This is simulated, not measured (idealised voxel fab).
Process module heading - voxel wiring stack
We display cut, a cross-section 215 nm in width whose square cells are each 5 nm.
When this document writes out a cross-section, it uses a grid of square cells and lists it as bands, beginning at the top and moving down, with a band standing for one or more rows of cells. Heads up on the band format: heights come first, top then bottom, in nm. After that it's the materials left to right, each with its width in nm. A single material flagged "all across" fills the whole band edge to edge, and "blank" means there's empty space there. Convention: height 0 is the level below which the wafer, as received, is all one material. The lowest band does not terminate at the bottom but continues downward, represented as "top 0, no bottom". When a width is written as two numbers, as in "30->40", the first number is the width in the top row of cells of the band and the second is the width in its bottom row, and the width changes by the same amount from each row to the next. Take "nothing changed" at face value: in the step it is given for, the cross-section changed in none of its cells. In the "Sealed void listing" entry, you get each enclosed empty space of 8 cells or more, one with no open way to the top, written width x height at distance, distance from the left edge, in nm. Note: text after step settings on the step line = simulator remark on that step. "overlay nm" on a masked step: distance the mask lay right of its planned place, negative for left.

# The process steps that were planned are listed below
step 1: RECEIVE: material Si
step 2: CONFORMAL_DEP: material SiO2, thk nm 15
step 3: DIRECTIONAL_DEP: material TiN, thk nm 5
step 4: DIRECTIONAL_DEP: material Ru, thk nm 20
step 5: MASKED_ETCH: tone cover, mask id METAL_1, width nm 25, pitch nm 55, etch materials Ru, depth nm 20, overlay nm 0
step 6: MASKED_ETCH: tone cover, mask id METAL_1, width nm 25, pitch nm 55, etch materials TiN, depth nm 5, overlay nm 0
step 7: CONFORMAL_DEP: material SiN, thk nm 5
step 8: FILL_DEP: material lowk, thk nm 5
step 9: CMP: height nm 40
step 10: CONFORMAL_DEP: material SiCN, thk nm 5
step 11: DIRECTIONAL_DEP: material SiO2, thk nm 30
step 12: PATTERN: tone open, mask id METAL_2, material resist, width nm 25, pitch nm 55, thk nm 15, overlay nm 0
step 13: DIRECTIONAL_ETCH: etch materials SiO2, depth nm 20
step 14: STRIP: etch materials resist
step 15: DIRECTIONAL_DEP: material aC, thk nm 15
step 16: PATTERN: tone open, mask id METAL_2_HOLES, material resist, width nm 15, pitch nm 55, thk nm 30, overlay nm 0
step 17: DIRECTIONAL_ETCH: etch materials aC, depth nm 15
step 18: STRIP: etch materials resist
step 19: DIRECTIONAL_ETCH: etch materials SiO2, depth nm 10
step 20: DIRECTIONAL_ETCH: etch materials SiCN, depth nm 5
step 21: STRIP: etch materials aC
step 22: CONFORMAL_DEP: material TiN, thk nm 5
step 23: FILL_DEP: material Cu, thk nm 10
step 24: CMP: height nm 75
step 25: CONFORMAL_DEP: material SiCN, thk nm 5
The wafers in this document start out alike and differ in the thk nm applied at step 10; the plan shows the value used for the first wafer.

# Step 1 complete: as-received cross-section of the first of several wafers
top 0, no bottom | Si all across
Sealed void listing: none

# Once step 25, the last step, is complete, the module is at its end; this is the cross-section of the first of several wafers
top 80, bottom 75 | SiCN all across
top 75, bottom 60 | 40 nm SiO2, 5 nm TiN, 15 nm Cu, 5 nm TiN, 30 nm SiO2, 5 nm TiN, 15 nm Cu, 5 nm TiN, 30 nm SiO2, 5 nm TiN, 15 nm Cu, 5 nm TiN, 40 nm SiO2
top 60, bottom 55 | 40 nm SiO2, 5 nm TiN, 5 nm Cu, 15 nm TiN, 30 nm SiO2, 5 nm TiN, 5 nm Cu, 15 nm TiN, 30 nm SiO2, 5 nm TiN, 5 nm Cu, 15 nm TiN, 40 nm SiO2
top 55, bottom 45 | 40 nm SiO2, 5 nm TiN, 5 nm Cu, 5 nm TiN, 40 nm SiO2, 5 nm TiN, 5 nm Cu, 5 nm TiN, 40 nm SiO2, 5 nm TiN, 5 nm Cu, 5 nm TiN, 50 nm SiO2
top 45, bottom 40 | 40 nm SiCN, 15 nm TiN, 40 nm SiCN, 15 nm TiN, 40 nm SiCN, 15 nm TiN, 50 nm SiCN
top 40, bottom 20 | 35 nm lowk, 5 nm SiN, 25 nm Ru, 5 nm SiN, 20 nm lowk, 5 nm SiN, 25 nm Ru, 5 nm SiN, 20 nm lowk, 5 nm SiN, 25 nm Ru, 5 nm SiN, 35 nm lowk
top 20, bottom 15 | 40 nm SiN, 25 nm TiN, 30 nm SiN, 25 nm TiN, 30 nm SiN, 25 nm TiN, 40 nm SiN
top 15, bottom 0 | SiO2 all across
top 0, no bottom | Si all across
Sealed void listing: none

# The final wafer, sectioned at module end
top 80, bottom 75 | SiCN all across
top 75, bottom 70 | 40 nm SiO2, 5 nm TiN, 5 nm Cu, 15 nm TiN, 30 nm SiO2, 5 nm TiN, 5 nm Cu, 15 nm TiN, 30 nm SiO2, 5 nm TiN, 5 nm Cu, 15 nm TiN, 40 nm SiO2
top 70, bottom 60 | 40 nm SiO2, 5 nm TiN, 5 nm Cu, 5 nm TiN, 40 nm SiO2, 5 nm TiN, 5 nm Cu, 5 nm TiN, 40 nm SiO2, 5 nm TiN, 5 nm Cu, 5 nm TiN, 50 nm SiO2
top 60, bottom 55 | 40 nm SiCN, 15 nm TiN, 40 nm SiCN, 15 nm TiN, 40 nm SiCN, 15 nm TiN, 50 nm SiCN
top 55, bottom 40 | SiCN all across
top 40, bottom 20 | 35 nm lowk, 5 nm SiN, 25 nm Ru, 5 nm SiN, 20 nm lowk, 5 nm SiN, 25 nm Ru, 5 nm SiN, 20 nm lowk, 5 nm SiN, 25 nm Ru, 5 nm SiN, 35 nm lowk
top 20, bottom 15 | 40 nm SiN, 25 nm TiN, 30 nm SiN, 25 nm TiN, 30 nm SiN, 25 nm TiN, 40 nm SiN
top 15, bottom 0 | SiO2 all across
top 0, no bottom | Si all across
Sealed void listing: none

# Per wafer, end of module: cells gained (+) or lost (-) per material since receipt, then closed voids
thk nm 5; +36 Cu; +60 Ru; +77 SiCN; +52 SiN; +309 SiO2; +66 TiN; +88 lowk; Sealed void listing: none
thk nm 10; +27 Cu; +60 Ru; +120 SiCN; +52 SiN; +281 SiO2; +60 TiN; +88 lowk; Sealed void listing: none
thk nm 15; +18 Cu; +60 Ru; +163 SiCN; +52 SiN; +253 SiO2; +54 TiN; +88 lowk; Sealed void listing: none
thk nm 20; +9 Cu; +60 Ru; +206 SiCN; +52 SiN; +225 SiO2; +48 TiN; +88 lowk; Sealed void listing: none
